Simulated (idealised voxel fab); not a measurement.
Process module heading - voxel self aligned vias
The cross-section on display is named cut; it measures 285 nm wide, and its cells are 5 nm squares.
Cross-section layout: square cells on a grid; listed as bands, top to bottom; a band spans one or more cell rows. This entry defines a band. It first specifies the height of the band's top and the height of its bottom in nm, and then specifies the band's materials from left to right, stating each material with its width in nm. The word "all across" identifies a single material that fills the band from edge to edge, while the word "air" identifies empty space. Height is counted from the level 0, under which the received wafer is composed throughout of one material. The lowest of the bands is not closed at the bottom but continues downward, in the notation "0..down". Top row gets the first number, bottom row gets the second, and each row in between changes by the same step: that is how a band width like "30 to 40" works. "no change occurred", as given for a step, is the statement that not any cell of the cross-section underwent a change during that step. "Closed empty spaces" contains a list of empty spaces, each no smaller than 8 cells and without an open way to the top, written in the form width x height at distance with the distance from the left edge and all three in nm. Anything after a step's settings on that line? It's the simulator's own note about the step. On any step carrying a mask, the "overlay nm" setting, if present on the step's line, tells how far right of its planned place the mask lay; negative values point to the left.
Steps in the process plan:
- 1: RECEIVE: material Si
- 2: CONFORMAL_DEP: material SiO2, thk nm 15
- 3: CONFORMAL_DEP: material SiCN, thk nm 5
- 4: DIRECTIONAL_DEP: material SiO2, thk nm 25
- 5: DIRECTIONAL_DEP: material aC, thk nm 10
- 6: PATTERN: tone open, mask id LINES, material resist, width nm 25, pitch nm 65, thk nm 25, overlay nm 0
- 7: DIRECTIONAL_ETCH: etch materials aC, depth nm 10
- 8: STRIP: etch materials resist
- 9: DIRECTIONAL_ETCH: etch materials SiO2, depth nm 25
- 10: STRIP: etch materials aC
- 11: CONFORMAL_DEP: material TiN, thk nm 5
- 12: FILL_DEP: material Ru, thk nm 5
- 13: CMP: height nm 45
- 14: SELECTIVE_ETCH: etch materials W Ru TiN, depth nm 10
- 15: FILL_DEP: material SiN, thk nm 10
- 16: CMP: height nm 45
- 17: DIRECTIONAL_DEP: material SiO2, thk nm 20
- 18: PATTERN: tone open, mask id VIAS, material resist, width nm 35, pitch nm 130, thk nm 15, overlay nm 0
- 19: DIRECTIONAL_ETCH: etch materials SiO2, depth nm 20
- 20: DIRECTIONAL_ETCH: etch materials SiN, depth nm 10
- 21: STRIP: etch materials resist
- 22: CONFORMAL_DEP: material TiN, thk nm 5
- 23: FILL_DEP: material Cu, thk nm 10
- 24: CMP: height nm 65
- 25: CONFORMAL_DEP: material SiCN, thk nm 5
Same starting wafers, different width nm at step 18. Plan value belongs to the first wafer.
The as-received cross-section of the first of several wafers corresponds to the state after step 1:
    0..down  Si all across
    Closed empty spaces: none
First of several wafers, sectioned at end of module (last step: step 25):
    70..65  SiCN all across
    65..50  SiO2: 60; TiN: 5; Cu: 25; TiN: 5; SiO2: 95; TiN: 5; Cu: 25; TiN: 5; SiO2: 60
    50..45  SiO2: 60; TiN: 10; Cu: 15; TiN: 10; SiO2: 95; TiN: 10; Cu: 15; TiN: 10; SiO2: 60
    45..40  SiO2: 65; TiN: 5; Cu: 15; TiN: 5; SiO2: 40; SiN: 25; SiO2: 40; TiN: 5; Cu: 15; TiN: 5; SiO2: 65
    40..35  SiO2: 65; TiN: 25; SiO2: 40; SiN: 25; SiO2: 40; TiN: 25; SiO2: 65
    35..25  SiO2: 65; TiN: 5; Ru: 15; TiN: 5; SiO2: 40; TiN: 5; Ru: 15; TiN: 5; SiO2: 40; TiN: 5; Ru: 15; TiN: 5; SiO2: 65
    25..20  SiO2: 65; TiN: 25; SiO2: 40; TiN: 25; SiO2: 40; TiN: 25; SiO2: 65
    20..15  SiCN all across
    15..0  SiO2 all across
    0..down  Si all across
    Closed empty spaces: none
Here's the last wafer cross-sectioned at the end of the module:
    70..65  SiCN all across
    65..50  SiO2: 50; TiN: 5; Cu: 50; TiN: 5; SiO2: 70; TiN: 5; Cu: 50; TiN: 5; SiO2: 45
    50..45  SiO2: 50; TiN: 20; Cu: 15; TiN: 25; SiO2: 70; TiN: 20; Cu: 15; TiN: 25; SiO2: 45
    45..40  SiO2: 65; TiN: 5; Cu: 15; TiN: 5; SiO2: 40; SiN: 25; SiO2: 40; TiN: 5; Cu: 15; TiN: 5; SiO2: 65
    40..35  SiO2: 65; TiN: 25; SiO2: 40; SiN: 25; SiO2: 40; TiN: 25; SiO2: 65
    35..25  SiO2: 65; TiN: 5; Ru: 15; TiN: 5; SiO2: 40; TiN: 5; Ru: 15; TiN: 5; SiO2: 40; TiN: 5; Ru: 15; TiN: 5; SiO2: 65
    25..20  SiO2: 65; TiN: 25; SiO2: 40; TiN: 25; SiO2: 40; TiN: 25; SiO2: 65
    20..15  SiCN all across
    15..0  SiO2 all across
    0..down  Si all across
    Closed empty spaces: none
Every row in this table is a wafer at the end of the module, and it gives, for each of the materials, the cells that wafer has gained (+) or lost (-) since it was received, then its closed voids:
width nm 35 | +42 Cu | +18 Ru | +114 SiCN | +10 SiN | +553 SiO2 | +61 TiN | Closed empty spaces: none
width nm 40 | +48 Cu | +18 Ru | +114 SiCN | +10 SiN | +545 SiO2 | +63 TiN | Closed empty spaces: none
width nm 45 | +54 Cu | +18 Ru | +114 SiCN | +10 SiN | +537 SiO2 | +65 TiN | Closed empty spaces: none
width nm 50 | +60 Cu | +18 Ru | +114 SiCN | +10 SiN | +529 SiO2 | +67 TiN | Closed empty spaces: none
width nm 55 | +66 Cu | +18 Ru | +114 SiCN | +10 SiN | +521 SiO2 | +69 TiN | Closed empty spaces: none
width nm 60 | +72 Cu | +18 Ru | +114 SiCN | +10 SiN | +513 SiO2 | +71 TiN | Closed empty spaces: none
